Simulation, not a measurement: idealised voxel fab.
process module | voxel tone inversion
cross-section cut | 220 nm wide | cells 5 nm
A cross-section is a grid of square cells, given in bands from the top down. A band is one or more rows of cells.
Each band's line starts with the height of the band's top and of its bottom, in nm. Then come its materials from left to right, each with its width in nm. One material with "throughout" fills the band from edge to edge. "air" is empty space.
Height 0 is the level under which the wafer as received is all one material. The lowest band goes on downwards, as in "0 down".
A width such as "30 to 40" changes by the same amount from each row of cells to the next, from the band's top row to its bottom row.
"no change" after a step means that no cell of the cross-section changed.
closed voids: empty space of 8 cells or more with no open way to the top, each as width x height at its distance from the left edge, in nm
after a step's settings: what the simulator itself notes on the step
overlay nm, on a step with a mask: how far to the right of its planned place the mask lay; to the left if negative
plan
1 op RECEIVE | material Si
2 op CONFORMAL_DEP | material SiCN | thk nm 10
3 op DIRECTIONAL_DEP | material polySi | thk nm 15
4 op PATTERN | tone cover | mask id POSTS | material resist | width nm 20 | pitch nm 50 | thk nm 20 | overlay nm 0
5 op DIRECTIONAL_ETCH | etch materials polySi | depth nm 15
6 op STRIP | etch materials resist
7 op FILL_DEP | material SiO2 | thk nm 10
8 op CMP | height nm 25
9 op STRIP | etch materials polySi
10 op CONFORMAL_DEP | material TiN | thk nm 5
11 op FILL_DEP | material Ru | thk nm 5
12 op CMP | height nm 25
13 op CONFORMAL_DEP | material SiN | thk nm 5
first wafer, as planned
as received, after step 1
  0 down: Si throughout
  closed voids: none
after step 2
  10 to 0: SiCN throughout
  below 0: unchanged
after step 3
  25 to 10: polySi throughout
  below 10: unchanged
after step 4
  45 to 25: air 50 | resist 20 | air 30 | resist 20 | air 30 | resist 20 | air 50
  below 25: unchanged
after step 5
  45 to 25: air 50 | resist 20 | air 30 | resist 20 | air 30 | resist 20 | air 50
  25 to 10: air 50 | polySi 20 | air 30 | polySi 20 | air 30 | polySi 20 | air 50
  below 10: unchanged
after step 6
  25 to 10: air 50 | polySi 20 | air 30 | polySi 20 | air 30 | polySi 20 | air 50
  below 10: unchanged
after step 7
  35 to 25: SiO2 throughout
  25 to 10: SiO2 50 | polySi 20 | SiO2 30 | polySi 20 | SiO2 30 | polySi 20 | SiO2 50
  below 10: unchanged
after step 8
  25 to 10: SiO2 50 | polySi 20 | SiO2 30 | polySi 20 | SiO2 30 | polySi 20 | SiO2 50
  below 10: unchanged
after step 9
  25 to 10: SiO2 50 | air 20 | SiO2 30 | air 20 | SiO2 30 | air 20 | SiO2 50
  below 10: unchanged
after step 10
  30 to 25: TiN 55 | air 10 | TiN 40 | air 10 | TiN 40 | air 10 | TiN 55
  25 to 15: SiO2 50 | TiN 5 | air 10 | TiN 5 | SiO2 30 | TiN 5 | air 10 | TiN 5 | SiO2 30 | TiN 5 | air 10 | TiN 5 | SiO2 50
  15 to 10: SiO2 50 | TiN 20 | SiO2 30 | TiN 20 | SiO2 30 | TiN 20 | SiO2 50
  below 10: unchanged
after step 11
  35 to 30: Ru throughout
  30 to 25: TiN 55 | Ru 10 | TiN 40 | Ru 10 | TiN 40 | Ru 10 | TiN 55
  25 to 15: SiO2 50 | TiN 5 | Ru 10 | TiN 5 | SiO2 30 | TiN 5 | Ru 10 | TiN 5 | SiO2 30 | TiN 5 | Ru 10 | TiN 5 | SiO2 50
  below 15: unchanged
after step 12
  25 to 15: SiO2 50 | TiN 5 | Ru 10 | TiN 5 | SiO2 30 | TiN 5 | Ru 10 | TiN 5 | SiO2 30 | TiN 5 | Ru 10 | TiN 5 | SiO2 50
  below 15: unchanged
after step 13
  30 to 25: SiN throughout
  below 25: unchanged
second wafer: like start, like plan, one mistake. Through step 1 it matches the first wafer
when step 2 should have ended: no change
when step 3 should have ended
  15 to 0: polySi throughout
  below 0: unchanged
when step 4 should have ended
  35 to 15: air 50 | resist 20 | air 30 | resist 20 | air 30 | resist 20 | air 50
  below 15: unchanged
when step 5 should have ended
  35 to 15: air 50 | resist 20 | air 30 | resist 20 | air 30 | resist 20 | air 50
  15 to 0: air 50 | polySi 20 | air 30 | polySi 20 | air 30 | polySi 20 | air 50
  below 0: unchanged
when step 6 should have ended
  15 to 0: air 50 | polySi 20 | air 30 | polySi 20 | air 30 | polySi 20 | air 50
  below 0: unchanged
when step 7 should have ended
  25 to 15: SiO2 throughout
  15 to 0: SiO2 50 | polySi 20 | SiO2 30 | polySi 20 | SiO2 30 | polySi 20 | SiO2 50
  below 0: unchanged
when step 8 should have ended: no change
when step 9 should have ended: no change
when step 10 should have ended
  30 to 25: TiN throughout
  below 25: unchanged
when step 11 should have ended
  35 to 30: Ru throughout
  below 30: unchanged
when step 12 should have ended
  25 to 15: SiO2 throughout
  below 15: unchanged
when step 13 should have ended
  30 to 25: SiN throughout
  below 25: unchanged
what went wrong: step 2 was left out
at the end the second wafer has, in cells: 12 fewer of Ru | 88 fewer of SiCN | 88 more of SiO2 | 24 fewer of TiN | 36 more of polySi
